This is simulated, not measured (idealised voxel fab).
The following is a process module called voxel air gaps.
Square cell edge 5 nm, section width 155 nm, ID cut.
Format of a cross-section: grid, square cells. Given as bands. Order: top down. Band: one or more rows of cells.
Band: top height; bottom height; in nm. Then, left to right: material with width in nm, for each material. "everywhere": a single material spanning edge to edge. "air": empty space.
Height reference: 0 = level under which incoming wafer is all one material. Lowest band: no bottom, runs on downward, e.g. "0 nm and below".
With a width like "30->40", each row of cells in the band differs from the next by the same amount, the top row carrying the first number and the bottom row the second.
No cell of the cross-section changed in a step that is given as "remains unaltered".
So "Closed cavity list" is basically the list of trapped voids: any empty space of 8 cells or more that can't reach the top through an opening. They're written width x height at distance, the distance being from the left edge, and it's all nm.
If you see something after the settings on a step's line, that's the simulator's own remark about that step.
The "overlay nm" setting may appear on a step's line; for a step that uses a mask, it gives how far to the right of its planned position the mask lay, and a negative value indicates the left.
-- Intended process steps
1: RECEIVE, material Si
2: CONFORMAL_DEP, material SiO2, thk nm 15
3: CONFORMAL_DEP, material SiN, thk nm 5
4: DIRECTIONAL_DEP, material lowk, thk nm 35
5: DIRECTIONAL_DEP, material aC, thk nm 10
6: PATTERN, tone open, mask id LINES, material resist, width nm 15, pitch nm 40, thk nm 30, overlay nm 0
7: DIRECTIONAL_ETCH, etch materials aC, depth nm 10
8: STRIP, etch materials resist
9: DIRECTIONAL_ETCH, etch materials lowk, depth nm 35
10: STRIP, etch materials aC
11: CONFORMAL_DEP, material TiN, thk nm 5
12: FILL_DEP, material Ru, thk nm 5
13: CMP, height nm 55
14: EPI, material Ru, thk nm 10
15: SELECTIVE_ETCH, etch materials lowk, depth nm 45
16: CONFORMAL_DEP, material SiN, thk nm 5
-- First of two wafers - as planned
-- As-received wafer cross-section (after step 1)
- 0 nm and below: Si everywhere
- Closed cavity list: none
-- After step 2: wafer cross-section
- 15 nm to 0 nm: SiO2 everywhere
- Rest of section, below 0: as before.
-- After step 3: wafer cross-section
- 20 nm to 15 nm: SiN everywhere
- Rest of section, below 15: as before.
-- After step 4: wafer cross-section
- 55 nm to 20 nm: lowk everywhere
- Rest of section, below 20: as before.
-- After step 5: wafer cross-section
- 65 nm to 55 nm: aC everywhere
- Rest of section, below 55: as before.
-- After step 6: wafer cross-section
- 95 nm to 65 nm: resist: 30 / air: 15 / resist: 25 / air: 15 / resist: 25 / air: 15 / resist: 30
- Rest of section, below 65: as before.
-- After step 7: wafer cross-section
- 85 nm to 65 nm: resist: 30 / air: 15 / resist: 25 / air: 15 / resist: 25 / air: 15 / resist: 30
- 65 nm to 55 nm: aC: 30 / air: 15 / aC: 25 / air: 15 / aC: 25 / air: 15 / aC: 30
- Rest of section, below 55: as before.
-- After step 8: wafer cross-section
- 65 nm to 55 nm: aC: 30 / air: 15 / aC: 25 / air: 15 / aC: 25 / air: 15 / aC: 30
- Rest of section, below 55: as before.
-- After step 9: wafer cross-section
- 65 nm to 55 nm: aC: 30 / air: 15 / aC: 25 / air: 15 / aC: 25 / air: 15 / aC: 30
- 55 nm to 20 nm: lowk: 30 / air: 15 / lowk: 25 / air: 15 / lowk: 25 / air: 15 / lowk: 30
- Rest of section, below 20: as before.
-- After step 10: wafer cross-section
- 55 nm to 20 nm: lowk: 30 / air: 15 / lowk: 25 / air: 15 / lowk: 25 / air: 15 / lowk: 30
- Rest of section, below 20: as before.
-- After step 11: wafer cross-section
- 60 nm to 55 nm: TiN: 35 / air: 5 / TiN: 35 / air: 5 / TiN: 35 / air: 5 / TiN: 35
- 55 nm to 25 nm: lowk: 30 / TiN: 5 / air: 5 / TiN: 5 / lowk: 25 / TiN: 5 / air: 5 / TiN: 5 / lowk: 25 / TiN: 5 / air: 5 / TiN: 5 / lowk: 30
- 25 nm to 20 nm: lowk: 30 / TiN: 15 / lowk: 25 / TiN: 15 / lowk: 25 / TiN: 15 / lowk: 30
- Rest of section, below 20: as before.
-- After step 12: wafer cross-section
- 65 nm to 60 nm: Ru everywhere
- 60 nm to 55 nm: TiN: 35 / Ru: 5 / TiN: 35 / Ru: 5 / TiN: 35 / Ru: 5 / TiN: 35
- 55 nm to 25 nm: lowk: 30 / TiN: 5 / Ru: 5 / TiN: 5 / lowk: 25 / TiN: 5 / Ru: 5 / TiN: 5 / lowk: 25 / TiN: 5 / Ru: 5 / TiN: 5 / lowk: 30
- Rest of section, below 25: as before.
-- After step 13: wafer cross-section
- 55 nm to 25 nm: lowk: 30 / TiN: 5 / Ru: 5 / TiN: 5 / lowk: 25 / TiN: 5 / Ru: 5 / TiN: 5 / lowk: 25 / TiN: 5 / Ru: 5 / TiN: 5 / lowk: 30
- Rest of section, below 25: as before.
-- After step 14: wafer cross-section
- 65 nm to 55 nm: air: 20 / Ru: 35 / air: 5 / Ru: 35 / air: 5 / Ru: 35 / air: 20
- Rest of section, below 55: as before.
-- After step 15: wafer cross-section
- 65 nm to 55 nm: air: 20 / Ru: 35 / air: 5 / Ru: 35 / air: 5 / Ru: 35 / air: 20
- 55 nm to 25 nm: air: 30 / TiN: 5 / Ru: 5 / TiN: 5 / air: 25 / TiN: 5 / Ru: 5 / TiN: 5 / air: 25 / TiN: 5 / Ru: 5 / TiN: 5 / air: 30
- 25 nm to 20 nm: air: 30 / TiN: 15 / air: 25 / TiN: 15 / air: 25 / TiN: 15 / air: 30
- Rest of section, below 20: as before.
-- After step 16: wafer cross-section
- 70 nm to 65 nm: air: 15 / SiN: 125 / air: 15
- 65 nm to 55 nm: air: 15 / SiN: 5 / Ru: 35 / SiN: 5 / Ru: 35 / SiN: 5 / Ru: 35 / SiN: 5 / air: 15
- 55 nm to 50 nm: air: 15 / SiN: 15 / TiN: 5 / Ru: 5 / TiN: 5 / SiN: 25 / TiN: 5 / Ru: 5 / TiN: 5 / SiN: 25 / TiN: 5 / Ru: 5 / TiN: 5 / SiN: 15 / air: 15
- 50 nm to 25 nm: air: 25 / SiN: 5 / TiN: 5 / Ru: 5 / TiN: 5 / SiN: 5 / air: 15 / SiN: 5 / TiN: 5 / Ru: 5 / TiN: 5 / SiN: 5 / air: 15 / SiN: 5 / TiN: 5 / Ru: 5 / TiN: 5 / SiN: 5 / air: 25
- 25 nm to 20 nm: SiN: 30 / TiN: 15 / SiN: 25 / TiN: 15 / SiN: 25 / TiN: 15 / SiN: 30
- Rest of section, below 20: as before.
- Closed cavity list: 15 x 25 at 50; 15 x 25 at 90
-- second wafer: like start, like plan, one mistake. Through step 5 it matches the first wafer
-- Cross-sectional view of the second wafer at the intended end time of process step 6
- 95 nm to 65 nm: air: 30 / resist: 15 / air: 25 / resist: 15 / air: 25 / resist: 15 / air: 30
- Rest of section, below 65: as before.
-- Cross-sectional view of the second wafer at the intended end time of process step 7
- 85 nm to 65 nm: air: 30 / resist: 15 / air: 25 / resist: 15 / air: 25 / resist: 15 / air: 30
- 65 nm to 55 nm: air: 30 / aC: 15 / air: 25 / aC: 15 / air: 25 / aC: 15 / air: 30
- Rest of section, below 55: as before.
-- Cross-sectional view of the second wafer at the intended end time of process step 8
- 65 nm to 55 nm: air: 30 / aC: 15 / air: 25 / aC: 15 / air: 25 / aC: 15 / air: 30
- Rest of section, below 55: as before.
-- Cross-sectional view of the second wafer at the intended end time of process step 9
- 65 nm to 55 nm: air: 30 / aC: 15 / air: 25 / aC: 15 / air: 25 / aC: 15 / air: 30
- 55 nm to 20 nm: air: 30 / lowk: 15 / air: 25 / lowk: 15 / air: 25 / lowk: 15 / air: 30
- Rest of section, below 20: as before.
-- Cross-sectional view of the second wafer at the intended end time of process step 10
- 55 nm to 20 nm: air: 30 / lowk: 15 / air: 25 / lowk: 15 / air: 25 / lowk: 15 / air: 30
- Rest of section, below 20: as before.
-- Cross-sectional view of the second wafer at the intended end time of process step 11
- 60 nm to 55 nm: air: 25 / TiN: 25 / air: 15 / TiN: 25 / air: 15 / TiN: 25 / air: 25
- 55 nm to 25 nm: air: 25 / TiN: 5 / lowk: 15 / TiN: 5 / air: 15 / TiN: 5 / lowk: 15 / TiN: 5 / air: 15 / TiN: 5 / lowk: 15 / TiN: 5 / air: 25
- 25 nm to 20 nm: TiN: 30 / lowk: 15 / TiN: 25 / lowk: 15 / TiN: 25 / lowk: 15 / TiN: 30
- Rest of section, below 20: as before.
-- Cross-sectional view of the second wafer at the intended end time of process step 12
- 65 nm to 60 nm: Ru everywhere
- 60 nm to 55 nm: Ru: 25 / TiN: 25 / Ru: 15 / TiN: 25 / Ru: 15 / TiN: 25 / Ru: 25
- 55 nm to 25 nm: Ru: 25 / TiN: 5 / lowk: 15 / TiN: 5 / Ru: 15 / TiN: 5 / lowk: 15 / TiN: 5 / Ru: 15 / TiN: 5 / lowk: 15 / TiN: 5 / Ru: 25
- Rest of section, below 25: as before.
-- Cross-sectional view of the second wafer at the intended end time of process step 13
- 55 nm to 25 nm: Ru: 25 / TiN: 5 / lowk: 15 / TiN: 5 / Ru: 15 / TiN: 5 / lowk: 15 / TiN: 5 / Ru: 15 / TiN: 5 / lowk: 15 / TiN: 5 / Ru: 25
- Rest of section, below 25: as before.
-- Cross-sectional view of the second wafer at the intended end time of process step 14
- 65 nm to 55 nm: Ru everywhere
- Rest of section, below 55: as before.
Cross-sectional view of the second wafer at the intended end time of process step 15: remains unaltered
-- Cross-sectional view of the second wafer at the intended end time of process step 16
- 70 nm to 65 nm: SiN everywhere
- Rest of section, below 65: as before.
what went wrong: contrary to plan, step 6 was performed as PATTERN, tone cover, mask id LINES, material resist, width nm 15, pitch nm 40, thk nm 30, overlay nm 0
Upon completion, the second wafer contains, in terms of cells, a greater or smaller amount of certain materials than the first wafer: 98 more of Ru, 70 fewer of SiN, 13 more of TiN, 63 more of lowk
Final closed voids: first wafer 2, second wafer 0.
